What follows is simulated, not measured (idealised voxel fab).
The following is a process module called voxel spacer lines.
200 nm wide, 5 nm square cells: that's cross-section cut.
For the purposes of this document, a cross-section shall be understood as a grid of square cells, specified as bands listed in top-to-bottom order, each band consisting of one or more rows of cells.
Look at the band entry: it leads with the top's height and the bottom's height in nm. Then it lists the materials left to right, with a width in nm for each. The word "everywhere" on a single material says that material fills the band edge to edge. The word "empty" is empty space.
All heights in this document are referenced to 0, defined as the level beneath which the wafer, as received, consists entirely of one material. The lowest band is not bounded below; it extends indefinitely downward and is written in the form "0 and below".
So if you see something like "30->40" for the width, read it as the top row of the band sitting at the first number and the bottom row at the second, with every row in between moving by the same amount as the last.
No cell of the cross-section changed in a step that is given as "nothing changed".
In "Closed void entries" the enclosed voids are listed, meaning empty spaces of 8 cells or larger without any opening to the top. The form is width x height at distance, distance from the left edge, units nm.
after a step's settings: what the simulator itself notes on the step
On any step carrying a mask, the "overlay nm" setting, if present on the step's line, tells how far right of its planned place the mask lay; negative values point to the left.
Quick note on how to read the rest: it's all pairs. You get the cross-section before a process step and the one after, but the after one only goes down as far as the lowest band that changed. The step in between, with its settings, sits under the pair. Heads up, the pairs can come from different runs of this module on the same starting wafer, so don't assume a pair picks up from the one above unless its "Pre-process" entry says it does.
Pre-process
> 0 and below | Si everywhere
> Closed void entries: none
Resulting Structure
> 10 down to 0 | Al2O3 everywhere
> Lower than 0, everything is as it was.
> Closed void entries: none
Relating the two cross-sections above, the step in between is CONFORMAL_DEP | material Al2O3 | thk nm 10
Pre-process: taken from the pair above, after panel.
Resulting Structure
> 30 down to 10 | TiN everywhere
> Lower than 10, everything is as it was.
> Closed void entries: none
Relating the two cross-sections above, the step in between is DIRECTIONAL_DEP | material TiN | thk nm 20
Pre-process: taken from the pair above, after panel.
Resulting Structure
> 60 down to 30 | polySi everywhere
> Lower than 30, everything is as it was.
> Closed void entries: none
Relating the two cross-sections above, the step in between is DIRECTIONAL_DEP | material polySi | thk nm 30
Pre-process: taken from the pair above, after panel.
Resulting Structure
> 95 down to 60 | 60 of empty  20 of resist  40 of empty  20 of resist  60 of empty
> Lower than 60, everything is as it was.
> Closed void entries: none
Relating the two cross-sections above, the step in between is PATTERN | tone cover | mask id MANDREL | material resist | width nm 20 | pitch nm 60 | thk nm 35 | overlay nm 0
Pre-process: taken from the pair above, after panel.
Resulting Structure
> 95 down to 60 | 60 of empty  20 of resist  40 of empty  20 of resist  60 of empty
> 60 down to 30 | 60 of empty  20 of polySi  40 of empty  20 of polySi  60 of empty
> Lower than 30, everything is as it was.
> Closed void entries: none
Relating the two cross-sections above, the step in between is DIRECTIONAL_ETCH | etch materials polySi | depth nm 30
Pre-process: taken from the pair above, after panel.
Resulting Structure
> 60 down to 30 | 60 of empty  20 of polySi  40 of empty  20 of polySi  60 of empty
> Lower than 30, everything is as it was.
> Closed void entries: none
Relating the two cross-sections above, the step in between is STRIP | etch materials resist
Pre-process: taken from the pair above, after panel.
Resulting Structure
> 70 down to 60 | 50 of empty  40 of SiO2  20 of empty  40 of SiO2  50 of empty
> 60 down to 40 | 50 of empty  10 of SiO2  20 of polySi  10 of SiO2  20 of empty  10 of SiO2  20 of polySi  10 of SiO2  50 of empty
> 40 down to 30 | 60 of SiO2  20 of polySi  40 of SiO2  20 of polySi  60 of SiO2
> Lower than 30, everything is as it was.
> Closed void entries: none
Relating the two cross-sections above, the step in between is CONFORMAL_DEP | material SiO2 | thk nm 10
Pre-process: taken from the pair above, after panel.
Resulting Structure
> 60 down to 30 | 50 of empty  10 of SiO2  20 of polySi  10 of SiO2  20 of empty  10 of SiO2  20 of polySi  10 of SiO2  50 of empty
> Lower than 30, everything is as it was.
> Closed void entries: none
Relating the two cross-sections above, the step in between is DIRECTIONAL_ETCH | etch materials SiO2 | depth nm 10
Pre-process: taken from the pair above, after panel.
Resulting Structure
> 60 down to 30 | 50 of empty  10 of SiO2  20 of empty  10 of SiO2  20 of empty  10 of SiO2  20 of empty  10 of SiO2  50 of empty
> Lower than 30, everything is as it was.
> Closed void entries: none
Relating the two cross-sections above, the step in between is STRIP | etch materials polySi
Pre-process: taken from the pair above, after panel.
Resulting Structure
> 60 down to 30 | 50 of empty  10 of SiO2  20 of empty  10 of SiO2  20 of empty  10 of SiO2  20 of empty  10 of SiO2  50 of empty
> 30 down to 10 | 50 of empty  10 of TiN  20 of empty  10 of TiN  20 of empty  10 of TiN  20 of empty  10 of TiN  50 of empty
> Lower than 10, everything is as it was.
> Closed void entries: none
Relating the two cross-sections above, the step in between is DIRECTIONAL_ETCH | etch materials TiN | depth nm 20
Pre-process: taken from the pair above, after panel.
Resulting Structure
> 30 down to 10 | 50 of empty  10 of TiN  20 of empty  10 of TiN  20 of empty  10 of TiN  20 of empty  10 of TiN  50 of empty
> Lower than 10, everything is as it was.
> Closed void entries: none
Relating the two cross-sections above, the step in between is STRIP | etch materials SiO2
Pre-process: taken from the pair above, after panel.
Resulting Structure
> 35 down to 30 | lowk everywhere
> 30 down to 10 | 50 of lowk  10 of TiN  20 of lowk  10 of TiN  20 of lowk  10 of TiN  20 of lowk  10 of TiN  50 of lowk
> Lower than 10, everything is as it was.
> Closed void entries: none
Relating the two cross-sections above, the step in between is FILL_DEP | material lowk | thk nm 5
Pre-process: taken from the pair above, after panel.
Resulting Structure
> 30 down to 10 | 50 of lowk  10 of TiN  20 of lowk  10 of TiN  20 of lowk  10 of TiN  20 of lowk  10 of TiN  50 of lowk
> Lower than 10, everything is as it was.
> Closed void entries: none
Relating the two cross-sections above, the step in between is CMP | height nm 30
Pre-process
> 60 down to 30 | 50 of empty  10 of SiO2  20 of empty  10 of SiO2  20 of empty  10 of SiO2  20 of empty  10 of SiO2  50 of empty
> 30 down to 10 | 50 of empty  10 of TiN  20 of empty  10 of TiN  20 of empty  10 of TiN  20 of empty  10 of TiN  50 of empty
> 10 down to 0 | Al2O3 everywhere
> 0 and below | Si everywhere
> Closed void entries: none
Resulting Structure
> 65 down to 60 | lowk everywhere
> 60 down to 30 | 50 of lowk  10 of SiO2  20 of lowk  10 of SiO2  20 of lowk  10 of SiO2  20 of lowk  10 of SiO2  50 of lowk
> 30 down to 10 | 50 of lowk  10 of TiN  20 of lowk  10 of TiN  20 of lowk  10 of TiN  20 of lowk  10 of TiN  50 of lowk
> Lower than 10, everything is as it was.
> Closed void entries: none
Relating the two cross-sections above, the step in between is FILL_DEP | material lowk | thk nm 5
Pre-process: taken from the pair above, after panel.
Resulting Structure
> 30 down to 10 | 50 of lowk  10 of TiN  20 of lowk  10 of TiN  20 of lowk  10 of TiN  20 of lowk  10 of TiN  50 of lowk
> Lower than 10, everything is as it was.
> Closed void entries: none
Relating the two cross-sections above, the step in between is CMP | height nm 30
Pre-process
> 0 and below | Si everywhere
> Closed void entries: none
Resulting Structure
> 20 down to 0 | TiN everywhere
> Lower than 0, everything is as it was.
> Closed void entries: none
Relating the two cross-sections above, the step in between is DIRECTIONAL_DEP | material TiN | thk nm 20
Pre-process: taken from the pair above, after panel.
Resulting Structure
> 30 down to 20 | Al2O3 everywhere
> Lower than 20, everything is as it was.
> Closed void entries: none
Relating the two cross-sections above, the step in between is CONFORMAL_DEP | material Al2O3 | thk nm 10
Pre-process: taken from the pair above, after panel.
Resulting Structure
> 60 down to 30 | polySi everywhere
> Lower than 30, everything is as it was.
> Closed void entries: none
Relating the two cross-sections above, the step in between is DIRECTIONAL_DEP | material polySi | thk nm 30
Pre-process: taken from the pair above, after panel.
Resulting Structure
> 95 down to 60 | 60 of empty  20 of resist  40 of empty  20 of resist  60 of empty
> Lower than 60, everything is as it was.
> Closed void entries: none
Relating the two cross-sections above, the step in between is PATTERN | tone cover | mask id MANDREL | material resist | width nm 20 | pitch nm 60 | thk nm 35 | overlay nm 0
Pre-process: taken from the pair above, after panel.
Resulting Structure
> 95 down to 60 | 60 of empty  20 of resist  40 of empty  20 of resist  60 of empty
> 60 down to 30 | 60 of empty  20 of polySi  40 of empty  20 of polySi  60 of empty
> Lower than 30, everything is as it was.
> Closed void entries: none
Relating the two cross-sections above, the step in between is DIRECTIONAL_ETCH | etch materials polySi | depth nm 30
Pre-process: taken from the pair above, after panel.
Resulting Structure
> 60 down to 30 | 60 of empty  20 of polySi  40 of empty  20 of polySi  60 of empty
> Lower than 30, everything is as it was.
> Closed void entries: none
Relating the two cross-sections above, the step in between is STRIP | etch materials resist
Pre-process: taken from the pair above, after panel.
Resulting Structure
> 70 down to 60 | 50 of empty  40 of SiO2  20 of empty  40 of SiO2  50 of empty
> 60 down to 40 | 50 of empty  10 of SiO2  20 of polySi  10 of SiO2  20 of empty  10 of SiO2  20 of polySi  10 of SiO2  50 of empty
> 40 down to 30 | 60 of SiO2  20 of polySi  40 of SiO2  20 of polySi  60 of SiO2
> Lower than 30, everything is as it was.
> Closed void entries: none
Relating the two cross-sections above, the step in between is CONFORMAL_DEP | material SiO2 | thk nm 10
Pre-process: taken from the pair above, after panel.
Resulting Structure
> 60 down to 30 | 50 of empty  10 of SiO2  20 of polySi  10 of SiO2  20 of empty  10 of SiO2  20 of polySi  10 of SiO2  50 of empty
> Lower than 30, everything is as it was.
> Closed void entries: none
Relating the two cross-sections above, the step in between is DIRECTIONAL_ETCH | etch materials SiO2 | depth nm 10
Pre-process: taken from the pair above, after panel.
Resulting Structure
> 60 down to 30 | 50 of empty  10 of SiO2  20 of empty  10 of SiO2  20 of empty  10 of SiO2  20 of empty  10 of SiO2  50 of empty
> Lower than 30, everything is as it was.
> Closed void entries: none
Relating the two cross-sections above, the step in between is STRIP | etch materials polySi
Pre-process: taken from the pair above, after panel.
Resulting Structure
> 30 down to 20 | Al2O3 everywhere
> Lower than 20, everything is as it was.
> Closed void entries: none
Relating the two cross-sections above, the step in between is STRIP | etch materials SiO2
Pre-process: taken from the pair above, after panel.
Resulting Structure
> 35 down to 30 | lowk everywhere
> Lower than 30, everything is as it was.
> Closed void entries: none
Relating the two cross-sections above, the step in between is FILL_DEP | material lowk | thk nm 5
Pre-process: taken from the pair above, after panel.
Resulting Structure
> 30 down to 20 | Al2O3 everywhere
> Lower than 20, everything is as it was.
> Closed void entries: none
Relating the two cross-sections above, the step in between is CMP | height nm 30
Pre-process
> 60 down to 30 | 60 of empty  20 of polySi  40 of empty  20 of polySi  60 of empty
> 30 down to 10 | TiN everywhere
> 10 down to 0 | Al2O3 everywhere
> 0 and below | Si everywhere
> Closed void entries: none
Resulting Structure
> 65 down to 60 | 55 of empty  30 of SiO2  30 of empty  30 of SiO2  55 of empty
> 60 down to 35 | 55 of empty  5 of SiO2  20 of polySi  5 of SiO2  30 of empty  5 of SiO2  20 of polySi  5 of SiO2  55 of empty
> 35 down to 30 | 60 of SiO2  20 of polySi  40 of SiO2  20 of polySi  60 of SiO2
> Lower than 30, everything is as it was.
> Closed void entries: none
Relating the two cross-sections above, the step in between is CONFORMAL_DEP | material SiO2 | thk nm 5
Pre-process: taken from the pair above, after panel.
Resulting Structure
> 60 down to 55 | 60 of empty  20 of polySi  40 of empty  20 of polySi  60 of empty
> 55 down to 30 | 55 of empty  5 of SiO2  20 of polySi  5 of SiO2  30 of empty  5 of SiO2  20 of polySi  5 of SiO2  55 of empty
> Lower than 30, everything is as it was.
> Closed void entries: none
Relating the two cross-sections above, the step in between is DIRECTIONAL_ETCH | etch materials SiO2 | depth nm 10
Pre-process: taken from the pair above, after panel.
Resulting Structure
> 55 down to 30 | 55 of empty  5 of SiO2  20 of empty  5 of SiO2  30 of empty  5 of SiO2  20 of empty  5 of SiO2  55 of empty
> Lower than 30, everything is as it was.
> Closed void entries: none
Relating the two cross-sections above, the step in between is STRIP | etch materials polySi
Pre-process: taken from the pair above, after panel.
Resulting Structure
> 55 down to 30 | 55 of empty  5 of SiO2  20 of empty  5 of SiO2  30 of empty  5 of SiO2  20 of empty  5 of SiO2  55 of empty
> 30 down to 10 | 55 of empty  5 of TiN  20 of empty  5 of TiN  30 of empty  5 of TiN  20 of empty  5 of TiN  55 of empty
> Lower than 10, everything is as it was.
> Closed void entries: none
Relating the two cross-sections above, the step in between is DIRECTIONAL_ETCH | etch materials TiN | depth nm 20
Pre-process: taken from the pair above, after panel.
Resulting Structure
> 30 down to 10 | 55 of empty  5 of TiN  20 of empty  5 of TiN  30 of empty  5 of TiN  20 of empty  5 of TiN  55 of empty
> Lower than 10, everything is as it was.
> Closed void entries: none
Relating the two cross-sections above, the step in between is STRIP | etch materials SiO2
Pre-process: taken from the pair above, after panel.
Resulting Structure
> 35 down to 30 | lowk everywhere
> 30 down to 10 | 55 of lowk  5 of TiN  20 of lowk  5 of TiN  30 of lowk  5 of TiN  20 of lowk  5 of TiN  55 of lowk
> Lower than 10, everything is as it was.
> Closed void entries: none
Relating the two cross-sections above, the step in between is FILL_DEP | material lowk | thk nm 5
Pre-process: taken from the pair above, after panel.
Resulting Structure
> 30 down to 10 | 55 of lowk  5 of TiN  20 of lowk  5 of TiN  30 of lowk  5 of TiN  20 of lowk  5 of TiN  55 of lowk
> Lower than 10, everything is as it was.
> Closed void entries: none
Relating the two cross-sections above, the step in between is CMP | height nm 30
Pre-process
> 60 down to 30 | polySi everywhere
> 30 down to 10 | TiN everywhere
> 10 down to 0 | Al2O3 everywhere
> 0 and below | Si everywhere
> Closed void entries: none
Resulting Structure
> 95 down to 60 | 65 of empty  15 of resist  45 of empty  15 of resist  60 of empty
> Lower than 60, everything is as it was.
> Closed void entries: none
Relating the two cross-sections above, the step in between is PATTERN | tone cover | mask id MANDREL | material resist | width nm 15 | pitch nm 60 | thk nm 35 | overlay nm 0
Pre-process: taken from the pair above, after panel.
Resulting Structure
> 95 down to 60 | 65 of empty  15 of resist  45 of empty  15 of resist  60 of empty
> 60 down to 30 | 65 of empty  15 of polySi  45 of empty  15 of polySi  60 of empty
> Lower than 30, everything is as it was.
> Closed void entries: none
Relating the two cross-sections above, the step in between is DIRECTIONAL_ETCH | etch materials polySi | depth nm 30
Pre-process: taken from the pair above, after panel.
Resulting Structure
> 60 down to 30 | 65 of empty  15 of polySi  45 of empty  15 of polySi  60 of empty
> Lower than 30, everything is as it was.
> Closed void entries: none
Relating the two cross-sections above, the step in between is STRIP | etch materials resist
Pre-process: taken from the pair above, after panel.
Resulting Structure
> 70 down to 60 | 55 of empty  35 of SiO2  25 of empty  35 of SiO2  50 of empty
> 60 down to 40 | 55 of empty  10 of SiO2  15 of polySi  10 of SiO2  25 of empty  10 of SiO2  15 of polySi  10 of SiO2  50 of empty
> 40 down to 30 | 65 of SiO2  15 of polySi  45 of SiO2  15 of polySi  60 of SiO2
> Lower than 30, everything is as it was.
> Closed void entries: none
Relating the two cross-sections above, the step in between is CONFORMAL_DEP | material SiO2 | thk nm 10
Pre-process: taken from the pair above, after panel.
Resulting Structure
> 60 down to 30 | 55 of empty  10 of SiO2  15 of polySi  10 of SiO2  25 of empty  10 of SiO2  15 of polySi  10 of SiO2  50 of empty
> Lower than 30, everything is as it was.
> Closed void entries: none
Relating the two cross-sections above, the step in between is DIRECTIONAL_ETCH | etch materials SiO2 | depth nm 10
Pre-process: taken from the pair above, after panel.
Resulting Structure
> 60 down to 30 | 55 of empty  10 of SiO2  15 of empty  10 of SiO2  25 of empty  10 of SiO2  15 of empty  10 of SiO2  50 of empty
> Lower than 30, everything is as it was.
> Closed void entries: none
Relating the two cross-sections above, the step in between is STRIP | etch materials polySi
Pre-process: taken from the pair above, after panel.
Resulting Structure
> 60 down to 30 | 55 of empty  10 of SiO2  15 of empty  10 of SiO2  25 of empty  10 of SiO2  15 of empty  10 of SiO2  50 of empty
> 30 down to 10 | 55 of empty  10 of TiN  15 of empty  10 of TiN  25 of empty  10 of TiN  15 of empty  10 of TiN  50 of empty
> Lower than 10, everything is as it was.
> Closed void entries: none
Relating the two cross-sections above, the step in between is DIRECTIONAL_ETCH | etch materials TiN | depth nm 20
Pre-process: taken from the pair above, after panel.
Resulting Structure
> 30 down to 10 | 55 of empty  10 of TiN  15 of empty  10 of TiN  25 of empty  10 of TiN  15 of empty  10 of TiN  50 of empty
> Lower than 10, everything is as it was.
> Closed void entries: none
Relating the two cross-sections above, the step in between is STRIP | etch materials SiO2
Pre-process: taken from the pair above, after panel.
Resulting Structure
> 35 down to 30 | lowk everywhere
> 30 down to 10 | 55 of lowk  10 of TiN  15 of lowk  10 of TiN  25 of lowk  10 of TiN  15 of lowk  10 of TiN  50 of lowk
> Lower than 10, everything is as it was.
> Closed void entries: none
Relating the two cross-sections above, the step in between is FILL_DEP | material lowk | thk nm 5
Pre-process: taken from the pair above, after panel.
Resulting Structure
> 30 down to 10 | 55 of lowk  10 of TiN  15 of lowk  10 of TiN  25 of lowk  10 of TiN  15 of lowk  10 of TiN  50 of lowk
> Lower than 10, everything is as it was.
> Closed void entries: none
Relating the two cross-sections above, the step in between is CMP | height nm 30
Pre-process
> 60 down to 30 | polySi everywhere
> 30 down to 10 | TiN everywhere
> 10 down to 0 | Al2O3 everywhere
> 0 and below | Si everywhere
> Closed void entries: none
Resulting Structure
> 95 down to 60 | 65 of empty  20 of resist  40 of empty  20 of resist  55 of empty
> Lower than 60, everything is as it was.
> Closed void entries: none
Relating the two cross-sections above, the step in between is PATTERN | tone cover | mask id MANDREL | material resist | width nm 20 | pitch nm 60 | thk nm 35 | overlay nm 5
Pre-process: taken from the pair above, after panel.
Resulting Structure
> 95 down to 60 | 65 of empty  20 of resist  40 of empty  20 of resist  55 of empty
> 60 down to 30 | 65 of empty  20 of polySi  40 of empty  20 of polySi  55 of empty
> Lower than 30, everything is as it was.
> Closed void entries: none
Relating the two cross-sections above, the step in between is DIRECTIONAL_ETCH | etch materials polySi | depth nm 30
Pre-process: taken from the pair above, after panel.
Resulting Structure
> 60 down to 30 | 65 of empty  20 of polySi  40 of empty  20 of polySi  55 of empty
> Lower than 30, everything is as it was.
> Closed void entries: none
Relating the two cross-sections above, the step in between is STRIP | etch materials resist
Pre-process: taken from the pair above, after panel.
Resulting Structure
> 70 down to 60 | 55 of empty  40 of SiO2  20 of empty  40 of SiO2  45 of empty
> 60 down to 40 | 55 of empty  10 of SiO2  20 of polySi  10 of SiO2  20 of empty  10 of SiO2  20 of polySi  10 of SiO2  45 of empty
> 40 down to 30 | 65 of SiO2  20 of polySi  40 of SiO2  20 of polySi  55 of SiO2
> Lower than 30, everything is as it was.
> Closed void entries: none
Relating the two cross-sections above, the step in between is CONFORMAL_DEP | material SiO2 | thk nm 10
Pre-process: taken from the pair above, after panel.
Resulting Structure
> 60 down to 30 | 55 of empty  10 of SiO2  20 of polySi  10 of SiO2  20 of empty  10 of SiO2  20 of polySi  10 of SiO2  45 of empty
> Lower than 30, everything is as it was.
> Closed void entries: none
Relating the two cross-sections above, the step in between is DIRECTIONAL_ETCH | etch materials SiO2 | depth nm 10
Pre-process: taken from the pair above, after panel.
Resulting Structure
> 60 down to 30 | 55 of empty  10 of SiO2  20 of empty  10 of SiO2  20 of empty  10 of SiO2  20 of empty  10 of SiO2  45 of empty
> Lower than 30, everything is as it was.
> Closed void entries: none
Relating the two cross-sections above, the step in between is STRIP | etch materials polySi
Pre-process: taken from the pair above, after panel.
Resulting Structure
> 60 down to 30 | 55 of empty  10 of SiO2  20 of empty  10 of SiO2  20 of empty  10 of SiO2  20 of empty  10 of SiO2  45 of empty
> 30 down to 10 | 55 of empty  10 of TiN  20 of empty  10 of TiN  20 of empty  10 of TiN  20 of empty  10 of TiN  45 of empty
> Lower than 10, everything is as it was.
> Closed void entries: none
Relating the two cross-sections above, the step in between is DIRECTIONAL_ETCH | etch materials TiN | depth nm 20
Pre-process: taken from the pair above, after panel.
Resulting Structure
> 30 down to 10 | 55 of empty  10 of TiN  20 of empty  10 of TiN  20 of empty  10 of TiN  20 of empty  10 of TiN  45 of empty
> Lower than 10, everything is as it was.
> Closed void entries: none
Relating the two cross-sections above, the step in between is STRIP | etch materials SiO2
Pre-process: taken from the pair above, after panel.
Resulting Structure
> 35 down to 30 | lowk everywhere
> 30 down to 10 | 55 of lowk  10 of TiN  20 of lowk  10 of TiN  20 of lowk  10 of TiN  20 of lowk  10 of TiN  45 of lowk
> Lower than 10, everything is as it was.
> Closed void entries: none
Relating the two cross-sections above, the step in between is FILL_DEP | material lowk | thk nm 5
Pre-process: taken from the pair above, after panel.
Resulting Structure
> 30 down to 10 | 55 of lowk  10 of TiN  20 of lowk  10 of TiN  20 of lowk  10 of TiN  20 of lowk  10 of TiN  45 of lowk
> Lower than 10, everything is as it was.
> Closed void entries: none
Relating the two cross-sections above, the step in between is CMP | height nm 30
Pre-process
> 0 and below | Si everywhere
> Closed void entries: none
Resulting Structure
> 10 down to 0 | polySi everywhere
> Lower than 0, everything is as it was.
> Closed void entries: none
Relating the two cross-sections above, the step in between is CONFORMAL_DEP | material polySi | thk nm 10
Pre-process: taken from the pair above, after panel.
Resulting Structure
> 30 down to 10 | TiN everywhere
> Lower than 10, everything is as it was.
> Closed void entries: none
Relating the two cross-sections above, the step in between is DIRECTIONAL_DEP | material TiN | thk nm 20
Pre-process: taken from the pair above, after panel.
Resulting Structure
> 60 down to 30 | polySi everywhere
> Lower than 30, everything is as it was.
> Closed void entries: none
Relating the two cross-sections above, the step in between is DIRECTIONAL_DEP | material polySi | thk nm 30
Pre-process: taken from the pair above, after panel.
Resulting Structure
> 95 down to 60 | 60 of empty  20 of resist  40 of empty  20 of resist  60 of empty
> Lower than 60, everything is as it was.
> Closed void entries: none
Relating the two cross-sections above, the step in between is PATTERN | tone cover | mask id MANDREL | material resist | width nm 20 | pitch nm 60 | thk nm 35 | overlay nm 0
Pre-process: taken from the pair above, after panel.
Resulting Structure
> 95 down to 60 | 60 of empty  20 of resist  40 of empty  20 of resist  60 of empty
> 60 down to 30 | 60 of empty  20 of polySi  40 of empty  20 of polySi  60 of empty
> Lower than 30, everything is as it was.
> Closed void entries: none
Relating the two cross-sections above, the step in between is DIRECTIONAL_ETCH | etch materials polySi | depth nm 30
Pre-process: taken from the pair above, after panel.
Resulting Structure
> 60 down to 30 | 60 of empty  20 of polySi  40 of empty  20 of polySi  60 of empty
> Lower than 30, everything is as it was.
> Closed void entries: none
Relating the two cross-sections above, the step in between is STRIP | etch materials resist
Pre-process: taken from the pair above, after panel.
Resulting Structure
> 70 down to 60 | 50 of empty  40 of SiO2  20 of empty  40 of SiO2  50 of empty
> 60 down to 40 | 50 of empty  10 of SiO2  20 of polySi  10 of SiO2  20 of empty  10 of SiO2  20 of polySi  10 of SiO2  50 of empty
> 40 down to 30 | 60 of SiO2  20 of polySi  40 of SiO2  20 of polySi  60 of SiO2
> Lower than 30, everything is as it was.
> Closed void entries: none
Relating the two cross-sections above, the step in between is CONFORMAL_DEP | material SiO2 | thk nm 10
Pre-process: taken from the pair above, after panel.
Resulting Structure
> 60 down to 30 | 50 of empty  10 of SiO2  20 of polySi  10 of SiO2  20 of empty  10 of SiO2  20 of polySi  10 of SiO2  50 of empty
> Lower than 30, everything is as it was.
> Closed void entries: none
Relating the two cross-sections above, the step in between is DIRECTIONAL_ETCH | etch materials SiO2 | depth nm 10
Pre-process: taken from the pair above, after panel.
Resulting Structure
> 60 down to 30 | 50 of empty  10 of SiO2  20 of empty  10 of SiO2  20 of empty  10 of SiO2  20 of empty  10 of SiO2  50 of empty
> Lower than 30, everything is as it was.
> Closed void entries: none
Relating the two cross-sections above, the step in between is STRIP | etch materials polySi
Pre-process: taken from the pair above, after panel.
Resulting Structure
> 60 down to 30 | 50 of empty  10 of SiO2  20 of empty  10 of SiO2  20 of empty  10 of SiO2  20 of empty  10 of SiO2  50 of empty
> 30 down to 10 | 50 of empty  10 of TiN  20 of empty  10 of TiN  20 of empty  10 of TiN  20 of empty  10 of TiN  50 of empty
> Lower than 10, everything is as it was.
> Closed void entries: none
Relating the two cross-sections above, the step in between is DIRECTIONAL_ETCH | etch materials TiN | depth nm 20
Pre-process: taken from the pair above, after panel.
Resulting Structure
> 30 down to 10 | 50 of empty  10 of TiN  20 of empty  10 of TiN  20 of empty  10 of TiN  20 of empty  10 of TiN  50 of empty
> Lower than 10, everything is as it was.
> Closed void entries: none
Relating the two cross-sections above, the step in between is STRIP | etch materials SiO2
Pre-process: taken from the pair above, after panel.
Resulting Structure
> 35 down to 30 | lowk everywhere
> 30 down to 10 | 50 of lowk  10 of TiN  20 of lowk  10 of TiN  20 of lowk  10 of TiN  20 of lowk  10 of TiN  50 of lowk
> Lower than 10, everything is as it was.
> Closed void entries: none
Relating the two cross-sections above, the step in between is FILL_DEP | material lowk | thk nm 5
Pre-process: taken from the pair above, after panel.
Resulting Structure
> 30 down to 10 | 50 of lowk  10 of TiN  20 of lowk  10 of TiN  20 of lowk  10 of TiN  20 of lowk  10 of TiN  50 of lowk
> Lower than 10, everything is as it was.
> Closed void entries: none
Relating the two cross-sections above, the step in between is CMP | height nm 30
